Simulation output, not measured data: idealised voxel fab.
The process module presented herein is designated voxel ribs on slabs.
The cross-section shown here is cut; it is 150 nm wide and divided into square cells measuring 5 nm on a side.
Each cross-section below is a grid of square cells, stated as bands in top-down order, with one or more rows of cells making up each band.
What a band's entry tells you: where the top is and where the bottom is, as heights in nm, and after that what lies inside, material by material from left to right, each with its width in nm. Empty space is written as the word "empty", and a single material marked with the word "everywhere" occupies the band from edge to edge.
Heads up on the height convention: 0 is the point under which the incoming wafer is all one material, and the lowest band has no bottom, it just keeps going down, like "0 -> down".
The expression "30..40" gives the width at the extremes of the band, the first number at its top row of cells and the second at its bottom row, with the width changing by equal amounts from each row to the next in between.
No cell of the cross-section changed in a step that is given as "nothing was modified".
Empty spaces without an open route to the top, at least 8 cells in extent, make up the entry "Closed void roster"; each is given as width x height at distance, where the distance is measured from the left edge, and all are in nm.
after a step's settings: what the simulator itself notes on the step
overlay nm, on a step with a mask: how far to the right of its planned place the mask lay; to the left if negative

LIST OF PLANNED PROCESS STEPS
1. RECEIVE (material Si)
2. DIRECTIONAL_DEP (material SiO2; thk nm 30)
3. DIRECTIONAL_DEP (material SiN; thk nm 15)
4. MASKED_ETCH (tone cover; mask id RIB; width nm 30; etch materials SiN; depth nm 5; overlay nm 0)
5. PATTERN (tone cover; mask id SLAB; material resist; width nm 60; thk nm 20; overlay nm 0)
6. DIRECTIONAL_ETCH (etch materials SiN; depth nm 10)
7. STRIP (etch materials resist)
8. FILL_DEP (material SiO2; thk nm 20)
9. CMP (height nm 55)
10. DIRECTIONAL_DEP (material TiN; thk nm 10)
11. MASKED_ETCH (tone cover; mask id HEATER; width nm 40; etch materials TiN; depth nm 10; overlay nm 0)
12. CONFORMAL_DEP (material SiO2; thk nm 5)

FIRST OF THE TWO WAFERS, RUN PER PLAN

THE CROSS-SECTION HERE SHOWS THE WAFER AS RECEIVED, I.E. IN ITS STATE AFTER STEP 1
> 0 -> down  Si everywhere
> Closed void roster: none

ONCE STEP 2 IS THROUGH, THE WAFER LOOKS LIKE THIS IN CROSS-SECTION
> 30 -> 0  SiO2 everywhere
> Under 0: no change, same as before.

ONCE STEP 3 IS THROUGH, THE WAFER LOOKS LIKE THIS IN CROSS-SECTION
> 45 -> 30  SiN everywhere
> Under 30: no change, same as before.

ONCE STEP 4 IS THROUGH, THE WAFER LOOKS LIKE THIS IN CROSS-SECTION
> 45 -> 40  empty 60 nm | SiN 30 nm | empty 60 nm
> Under 40: no change, same as before.

ONCE STEP 5 IS THROUGH, THE WAFER LOOKS LIKE THIS IN CROSS-SECTION
> 65 -> 45  empty 45 nm | resist 60 nm | empty 45 nm
> 45 -> 40  empty 45 nm | resist 15 nm | SiN 30 nm | resist 15 nm | empty 45 nm
> Under 40: no change, same as before.

ONCE STEP 6 IS THROUGH, THE WAFER LOOKS LIKE THIS IN CROSS-SECTION
> 65 -> 45  empty 45 nm | resist 60 nm | empty 45 nm
> 45 -> 40  empty 45 nm | resist 15 nm | SiN 30 nm | resist 15 nm | empty 45 nm
> 40 -> 30  empty 45 nm | SiN 60 nm | empty 45 nm
> Under 30: no change, same as before.

ONCE STEP 7 IS THROUGH, THE WAFER LOOKS LIKE THIS IN CROSS-SECTION
> 45 -> 40  empty 60 nm | SiN 30 nm | empty 60 nm
> Under 40: no change, same as before.

ONCE STEP 8 IS THROUGH, THE WAFER LOOKS LIKE THIS IN CROSS-SECTION
> 65 -> 45  SiO2 everywhere
> 45 -> 40  SiO2 60 nm | SiN 30 nm | SiO2 60 nm
> 40 -> 30  SiO2 45 nm | SiN 60 nm | SiO2 45 nm
> Under 30: no change, same as before.

ONCE STEP 9 IS THROUGH, THE WAFER LOOKS LIKE THIS IN CROSS-SECTION
> 55 -> 45  SiO2 everywhere
> Under 45: no change, same as before.

ONCE STEP 10 IS THROUGH, THE WAFER LOOKS LIKE THIS IN CROSS-SECTION
> 65 -> 55  TiN everywhere
> Under 55: no change, same as before.

ONCE STEP 11 IS THROUGH, THE WAFER LOOKS LIKE THIS IN CROSS-SECTION
> 65 -> 55  empty 55 nm | TiN 40 nm | empty 55 nm
> Under 55: no change, same as before.

ONCE STEP 12 IS THROUGH, THE WAFER LOOKS LIKE THIS IN CROSS-SECTION
> 70 -> 65  empty 50 nm | SiO2 50 nm | empty 50 nm
> 65 -> 60  empty 50 nm | SiO2 5 nm | TiN 40 nm | SiO2 5 nm | empty 50 nm
> 60 -> 55  SiO2 55 nm | TiN 40 nm | SiO2 55 nm
> Under 55: no change, same as before.

FOR THE SECOND WAFER, TAKE THE FIRST WAFER'S START AND PLAN, THEN ADD ONE MISTAKE MADE IN RUNNING IT; EVERYTHING THROUGH STEP 3, THAT STEP INCLUDED, IS SHARED WITH THE FIRST

SECOND WAFER, CUT VIEW, END OF STEP 4 PER PLAN
> 45 -> 40  empty 50 nm | SiN 30 nm | empty 70 nm
> Under 40: no change, same as before.

SECOND WAFER, CUT VIEW, END OF STEP 5 PER PLAN
> 65 -> 45  empty 45 nm | resist 60 nm | empty 45 nm
> 45 -> 40  empty 45 nm | resist 5 nm | SiN 30 nm | resist 25 nm | empty 45 nm
> Under 40: no change, same as before.

SECOND WAFER, CUT VIEW, END OF STEP 6 PER PLAN
> 65 -> 45  empty 45 nm | resist 60 nm | empty 45 nm
> 45 -> 40  empty 45 nm | resist 5 nm | SiN 30 nm | resist 25 nm | empty 45 nm
> 40 -> 30  empty 45 nm | SiN 60 nm | empty 45 nm
> Under 30: no change, same as before.

SECOND WAFER, CUT VIEW, END OF STEP 7 PER PLAN
> 45 -> 40  empty 50 nm | SiN 30 nm | empty 70 nm
> Under 40: no change, same as before.

SECOND WAFER, CUT VIEW, END OF STEP 8 PER PLAN
> 65 -> 45  SiO2 everywhere
> 45 -> 40  SiO2 50 nm | SiN 30 nm | SiO2 70 nm
> 40 -> 30  SiO2 45 nm | SiN 60 nm | SiO2 45 nm
> Under 30: no change, same as before.

SECOND WAFER, CUT VIEW, END OF STEP 9 PER PLAN
> 55 -> 45  SiO2 everywhere
> Under 45: no change, same as before.

SECOND WAFER, CUT VIEW, END OF STEP 10 PER PLAN
> 65 -> 55  TiN everywhere
> Under 55: no change, same as before.

SECOND WAFER, CUT VIEW, END OF STEP 11 PER PLAN
> 65 -> 55  empty 55 nm | TiN 40 nm | empty 55 nm
> Under 55: no change, same as before.

SECOND WAFER, CUT VIEW, END OF STEP 12 PER PLAN
> 70 -> 65  empty 50 nm | SiO2 50 nm | empty 50 nm
> 65 -> 60  empty 50 nm | SiO2 5 nm | TiN 40 nm | SiO2 5 nm | empty 50 nm
> 60 -> 55  SiO2 55 nm | TiN 40 nm | SiO2 55 nm
> Under 55: no change, same as before.
What was the processing mistake? step 4 ran with different settings than intended, the actual operation and settings being MASKED_ETCH (tone cover; mask id RIB; width nm 30; etch materials SiN; depth nm 5; overlay nm -10)
By the end, you'd get the same cell count for each material on either wafer, but the second wafer puts them somewhere else.
